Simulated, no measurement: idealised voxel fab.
Module name: voxel self aligned contacts (process module)
240 nm wide, 5 nm square cells: that's cross-section cut.
Just so we're on the same page, the cross-sections are grids of square cells, and they're listed out in bands top to bottom, each band one or more rows deep.
First you get the band's top height and its bottom height, in nm, and then the materials it's made of, left to right, with each width in nm. If you see a single material with "edge to edge", that one covers the band edge to edge. "blank" is empty space.
Heights from 0 (as-received wafer is one material below). Bottom band endless downward, as "top 0, no bottom".
It should be noted that a width expressed as "30 to 40" varies in equal increments from row to row of cells within the band, taking the value of the first number at the top row and that of the second number at the bottom row.
What does "remained unchanged" mean for a step? It means no cell of the cross-section changed in that step.
If an empty space has no open way to the top and is at least 8 cells in size, "Cavities, closed" lists it, written width x height at distance, where distance is measured from the left edge and every value is in nm.
The remark found on a step's line after its settings is issued by the simulator itself and pertains to that step.
Regarding "overlay nm": on a step with a mask, it is the distance the mask lay to the right of its planned place; a negative value places it to the left.
PLAN
1: RECEIVE,material Si
2: OXIDIZE,depth nm 5
3: DIRECTIONAL_DEP,material polySi,thk nm 20
4: DIRECTIONAL_DEP,material SiN,thk nm 20
5: PATTERN,tone cover,mask id GATE,material resist,width nm 35,pitch nm 75,thk nm 20,overlay nm 0
6: DIRECTIONAL_ETCH,etch materials SiN,depth nm 20
7: DIRECTIONAL_ETCH,etch materials polySi,depth nm 20
8: STRIP,etch materials resist
9: CONFORMAL_DEP,material SiN,thk nm 10
10: DIRECTIONAL_ETCH,etch materials SiN,depth nm 10
11: FILL_DEP,material SiO2,thk nm 15
12: CMP,height nm 45
13: MASKED_ETCH,tone open,mask id CONTACT,width nm 50,pitch nm 75,etch materials SiO2,depth nm 50,overlay nm 0
14: CONFORMAL_DEP,material TiN,thk nm 5
15: FILL_DEP,material W,thk nm 5
16: CMP,height nm 45
17: CONFORMAL_DEP,material SiN,thk nm 5
FIRST WAFER OUT OF TWO, PROCESSED AS PLANNED
STEP 1 COMPLETE: CROSS-SECTION OF THE WAFER AS RECEIVED
- top 0, no bottom = Si edge to edge
- Cavities, closed: none
WAFER XSEC, POST STEP 2
- top 0, bottom -5 = SiO2 edge to edge
- Heights below -5 show no change.
WAFER XSEC, POST STEP 3
- top 20, bottom 0 = polySi edge to edge
- Heights below 0 show no change.
WAFER XSEC, POST STEP 4
- top 40, bottom 20 = SiN edge to edge
- Heights below 20 show no change.
WAFER XSEC, POST STEP 5
- top 60, bottom 40 = 25 nm blank, then 35 nm resist, then 40 nm blank, then 35 nm resist, then 40 nm blank, then 35 nm resist, then 30 nm blank
- Heights below 40 show no change.
WAFER XSEC, POST STEP 6
- top 60, bottom 40 = 25 nm blank, then 35 nm resist, then 40 nm blank, then 35 nm resist, then 40 nm blank, then 35 nm resist, then 30 nm blank
- top 40, bottom 20 = 25 nm blank, then 35 nm SiN, then 40 nm blank, then 35 nm SiN, then 40 nm blank, then 35 nm SiN, then 30 nm blank
- Heights below 20 show no change.
WAFER XSEC, POST STEP 7
- top 60, bottom 40 = 25 nm blank, then 35 nm resist, then 40 nm blank, then 35 nm resist, then 40 nm blank, then 35 nm resist, then 30 nm blank
- top 40, bottom 20 = 25 nm blank, then 35 nm SiN, then 40 nm blank, then 35 nm SiN, then 40 nm blank, then 35 nm SiN, then 30 nm blank
- top 20, bottom 0 = 25 nm blank, then 35 nm polySi, then 40 nm blank, then 35 nm polySi, then 40 nm blank, then 35 nm polySi, then 30 nm blank
- Heights below 0 show no change.
WAFER XSEC, POST STEP 8
- top 40, bottom 20 = 25 nm blank, then 35 nm SiN, then 40 nm blank, then 35 nm SiN, then 40 nm blank, then 35 nm SiN, then 30 nm blank
- Heights below 20 show no change.
WAFER XSEC, POST STEP 9
- top 50, bottom 20 = 15 nm blank, then 55 nm SiN, then 20 nm blank, then 55 nm SiN, then 20 nm blank, then 55 nm SiN, then 20 nm blank
- top 20, bottom 10 = 15 nm blank, then 10 nm SiN, then 35 nm polySi, then 10 nm SiN, then 20 nm blank, then 10 nm SiN, then 35 nm polySi, then 10 nm SiN, then 20 nm blank, then 10 nm SiN, then 35 nm polySi, then 10 nm SiN, then 20 nm blank
- top 10, bottom 0 = 25 nm SiN, then 35 nm polySi, then 40 nm SiN, then 35 nm polySi, then 40 nm SiN, then 35 nm polySi, then 30 nm SiN
- Heights below 0 show no change.
WAFER XSEC, POST STEP 10
- top 40, bottom 20 = 15 nm blank, then 55 nm SiN, then 20 nm blank, then 55 nm SiN, then 20 nm blank, then 55 nm SiN, then 20 nm blank
- top 20, bottom 0 = 15 nm blank, then 10 nm SiN, then 35 nm polySi, then 10 nm SiN, then 20 nm blank, then 10 nm SiN, then 35 nm polySi, then 10 nm SiN, then 20 nm blank, then 10 nm SiN, then 35 nm polySi, then 10 nm SiN, then 20 nm blank
- Heights below 0 show no change.
WAFER XSEC, POST STEP 11
- top 55, bottom 40 = SiO2 edge to edge
- top 40, bottom 20 = 15 nm SiO2, then 55 nm SiN, then 20 nm SiO2, then 55 nm SiN, then 20 nm SiO2, then 55 nm SiN, then 20 nm SiO2
- top 20, bottom 0 = 15 nm SiO2, then 10 nm SiN, then 35 nm polySi, then 10 nm SiN, then 20 nm SiO2, then 10 nm SiN, then 35 nm polySi, then 10 nm SiN, then 20 nm SiO2, then 10 nm SiN, then 35 nm polySi, then 10 nm SiN, then 20 nm SiO2
- Heights below 0 show no change.
WAFER XSEC, POST STEP 12
- top 45, bottom 40 = SiO2 edge to edge
- Heights below 40 show no change.
WAFER XSEC, POST STEP 13
- top 45, bottom 40 = 55 nm SiO2, then 50 nm blank, then 25 nm SiO2, then 50 nm blank, then 60 nm SiO2
- top 40, bottom 20 = 15 nm SiO2, then 55 nm SiN, then 20 nm blank, then 55 nm SiN, then 20 nm blank, then 55 nm SiN, then 20 nm SiO2
- top 20, bottom 0 = 15 nm SiO2, then 10 nm SiN, then 35 nm polySi, then 10 nm SiN, then 20 nm blank, then 10 nm SiN, then 35 nm polySi, then 10 nm SiN, then 20 nm blank, then 10 nm SiN, then 35 nm polySi, then 10 nm SiN, then 20 nm SiO2
- top 0, bottom -5 = 70 nm SiO2, then 20 nm blank, then 55 nm SiO2, then 20 nm blank, then 75 nm SiO2
- Heights below -5 show no change.
WAFER XSEC, POST STEP 14
- top 50, bottom 45 = 60 nm TiN, then 40 nm blank, then 35 nm TiN, then 40 nm blank, then 65 nm TiN
- top 45, bottom 40 = 55 nm SiO2, then 20 nm TiN, then 10 nm blank, then 20 nm TiN, then 25 nm SiO2, then 20 nm TiN, then 10 nm blank, then 20 nm TiN, then 60 nm SiO2
- top 40, bottom 20 = 15 nm SiO2, then 55 nm SiN, then 5 nm TiN, then 10 nm blank, then 5 nm TiN, then 55 nm SiN, then 5 nm TiN, then 10 nm blank, then 5 nm TiN, then 55 nm SiN, then 20 nm SiO2
- top 20, bottom 0 = 15 nm SiO2, then 10 nm SiN, then 35 nm polySi, then 10 nm SiN, then 5 nm TiN, then 10 nm blank, then 5 nm TiN, then 10 nm SiN, then 35 nm polySi, then 10 nm SiN, then 5 nm TiN, then 10 nm blank, then 5 nm TiN, then 10 nm SiN, then 35 nm polySi, then 10 nm SiN, then 20 nm SiO2
- top 0, bottom -5 = 70 nm SiO2, then 20 nm TiN, then 55 nm SiO2, then 20 nm TiN, then 75 nm SiO2
- Heights below -5 show no change.
WAFER XSEC, POST STEP 15
- top 55, bottom 50 = W edge to edge
- top 50, bottom 45 = 60 nm TiN, then 40 nm W, then 35 nm TiN, then 40 nm W, then 65 nm TiN
- top 45, bottom 40 = 55 nm SiO2, then 20 nm TiN, then 10 nm W, then 20 nm TiN, then 25 nm SiO2, then 20 nm TiN, then 10 nm W, then 20 nm TiN, then 60 nm SiO2
- top 40, bottom 20 = 15 nm SiO2, then 55 nm SiN, then 5 nm TiN, then 10 nm W, then 5 nm TiN, then 55 nm SiN, then 5 nm TiN, then 10 nm W, then 5 nm TiN, then 55 nm SiN, then 20 nm SiO2
- top 20, bottom 0 = 15 nm SiO2, then 10 nm SiN, then 35 nm polySi, then 10 nm SiN, then 5 nm TiN, then 10 nm W, then 5 nm TiN, then 10 nm SiN, then 35 nm polySi, then 10 nm SiN, then 5 nm TiN, then 10 nm W, then 5 nm TiN, then 10 nm SiN, then 35 nm polySi, then 10 nm SiN, then 20 nm SiO2
- Heights below 0 show no change.
WAFER XSEC, POST STEP 16
- top 45, bottom 40 = 55 nm SiO2, then 20 nm TiN, then 10 nm W, then 20 nm TiN, then 25 nm SiO2, then 20 nm TiN, then 10 nm W, then 20 nm TiN, then 60 nm SiO2
- Heights below 40 show no change.
WAFER XSEC, POST STEP 17
- top 50, bottom 45 = SiN edge to edge
- Heights below 45 show no change.
OKAY, SECOND WAFER. NOTHING DIFFERENT AT THE START, NOTHING DIFFERENT IN THE PLAN, JUST ONE MISTAKE SOMEWHERE IN THE RUNNING. AS FAR AS STEP 4, COUNTING THAT STEP, IT'S THE FIRST WAFER ALL OVER AGAIN
SECOND WAFER SHOWN IN CROSS-SECTION AT THE TIME STEP 5 WAS SLATED TO END
- top 60, bottom 40 = 25 nm resist, then 35 nm blank, then 40 nm resist, then 35 nm blank, then 40 nm resist, then 35 nm blank, then 30 nm resist
- Heights below 40 show no change.
SECOND WAFER SHOWN IN CROSS-SECTION AT THE TIME STEP 6 WAS SLATED TO END
- top 60, bottom 40 = 25 nm resist, then 35 nm blank, then 40 nm resist, then 35 nm blank, then 40 nm resist, then 35 nm blank, then 30 nm resist
- top 40, bottom 20 = 25 nm SiN, then 35 nm blank, then 40 nm SiN, then 35 nm blank, then 40 nm SiN, then 35 nm blank, then 30 nm SiN
- Heights below 20 show no change.
SECOND WAFER SHOWN IN CROSS-SECTION AT THE TIME STEP 7 WAS SLATED TO END
- top 60, bottom 40 = 25 nm resist, then 35 nm blank, then 40 nm resist, then 35 nm blank, then 40 nm resist, then 35 nm blank, then 30 nm resist
- top 40, bottom 20 = 25 nm SiN, then 35 nm blank, then 40 nm SiN, then 35 nm blank, then 40 nm SiN, then 35 nm blank, then 30 nm SiN
- top 20, bottom 0 = 25 nm polySi, then 35 nm blank, then 40 nm polySi, then 35 nm blank, then 40 nm polySi, then 35 nm blank, then 30 nm polySi
- Heights below 0 show no change.
SECOND WAFER SHOWN IN CROSS-SECTION AT THE TIME STEP 8 WAS SLATED TO END
- top 40, bottom 20 = 25 nm SiN, then 35 nm blank, then 40 nm SiN, then 35 nm blank, then 40 nm SiN, then 35 nm blank, then 30 nm SiN
- Heights below 20 show no change.
SECOND WAFER SHOWN IN CROSS-SECTION AT THE TIME STEP 9 WAS SLATED TO END
- top 50, bottom 20 = 35 nm SiN, then 15 nm blank, then 60 nm SiN, then 15 nm blank, then 60 nm SiN, then 15 nm blank, then 40 nm SiN
- top 20, bottom 10 = 25 nm polySi, then 10 nm SiN, then 15 nm blank, then 10 nm SiN, then 40 nm polySi, then 10 nm SiN, then 15 nm blank, then 10 nm SiN, then 40 nm polySi, then 10 nm SiN, then 15 nm blank, then 10 nm SiN, then 30 nm polySi
- top 10, bottom 0 = 25 nm polySi, then 35 nm SiN, then 40 nm polySi, then 35 nm SiN, then 40 nm polySi, then 35 nm SiN, then 30 nm polySi
- Heights below 0 show no change.
SECOND WAFER SHOWN IN CROSS-SECTION AT THE TIME STEP 10 WAS SLATED TO END
- top 40, bottom 20 = 35 nm SiN, then 15 nm blank, then 60 nm SiN, then 15 nm blank, then 60 nm SiN, then 15 nm blank, then 40 nm SiN
- top 20, bottom 0 = 25 nm polySi, then 10 nm SiN, then 15 nm blank, then 10 nm SiN, then 40 nm polySi, then 10 nm SiN, then 15 nm blank, then 10 nm SiN, then 40 nm polySi, then 10 nm SiN, then 15 nm blank, then 10 nm SiN, then 30 nm polySi
- Heights below 0 show no change.
SECOND WAFER SHOWN IN CROSS-SECTION AT THE TIME STEP 11 WAS SLATED TO END
- top 55, bottom 40 = SiO2 edge to edge
- top 40, bottom 20 = 35 nm SiN, then 15 nm SiO2, then 60 nm SiN, then 15 nm SiO2, then 60 nm SiN, then 15 nm SiO2, then 40 nm SiN
- top 20, bottom 0 = 25 nm polySi, then 10 nm SiN, then 15 nm SiO2, then 10 nm SiN, then 40 nm polySi, then 10 nm SiN, then 15 nm SiO2, then 10 nm SiN, then 40 nm polySi, then 10 nm SiN, then 15 nm SiO2, then 10 nm SiN, then 30 nm polySi
- Heights below 0 show no change.
SECOND WAFER SHOWN IN CROSS-SECTION AT THE TIME STEP 12 WAS SLATED TO END
- top 45, bottom 40 = SiO2 edge to edge
- Heights below 40 show no change.
SECOND WAFER SHOWN IN CROSS-SECTION AT THE TIME STEP 13 WAS SLATED TO END
- top 45, bottom 40 = 55 nm SiO2, then 50 nm blank, then 25 nm SiO2, then 50 nm blank, then 60 nm SiO2
- Heights below 40 show no change.
SECOND WAFER SHOWN IN CROSS-SECTION AT THE TIME STEP 14 WAS SLATED TO END
- top 50, bottom 45 = 60 nm TiN, then 40 nm blank, then 35 nm TiN, then 40 nm blank, then 65 nm TiN
- top 45, bottom 40 = 55 nm SiO2, then 50 nm TiN, then 25 nm SiO2, then 50 nm TiN, then 60 nm SiO2
- Heights below 40 show no change.
SECOND WAFER SHOWN IN CROSS-SECTION AT THE TIME STEP 15 WAS SLATED TO END
- top 55, bottom 50 = W edge to edge
- top 50, bottom 45 = 60 nm TiN, then 40 nm W, then 35 nm TiN, then 40 nm W, then 65 nm TiN
- Heights below 45 show no change.
SECOND WAFER SHOWN IN CROSS-SECTION AT THE TIME STEP 16 WAS SLATED TO END
- top 45, bottom 40 = 55 nm SiO2, then 50 nm TiN, then 25 nm SiO2, then 50 nm TiN, then 60 nm SiO2
- Heights below 40 show no change.
SECOND WAFER SHOWN IN CROSS-SECTION AT THE TIME STEP 17 WAS SLATED TO END
- top 50, bottom 45 = SiN edge to edge
- Heights below 45 show no change.
Against the plan, the run slipped here: step 5 deviated from plan and actually ran as PATTERN,tone open,mask id GATE,material resist,width nm 35,pitch nm 75,thk nm 20,overlay nm 0
Heads up, by the end the second wafer has more or fewer cells of some materials compared to the first: 24 more of SiN | 24 more of SiO2 | 36 fewer of TiN | 36 fewer of W | 24 more of polySi
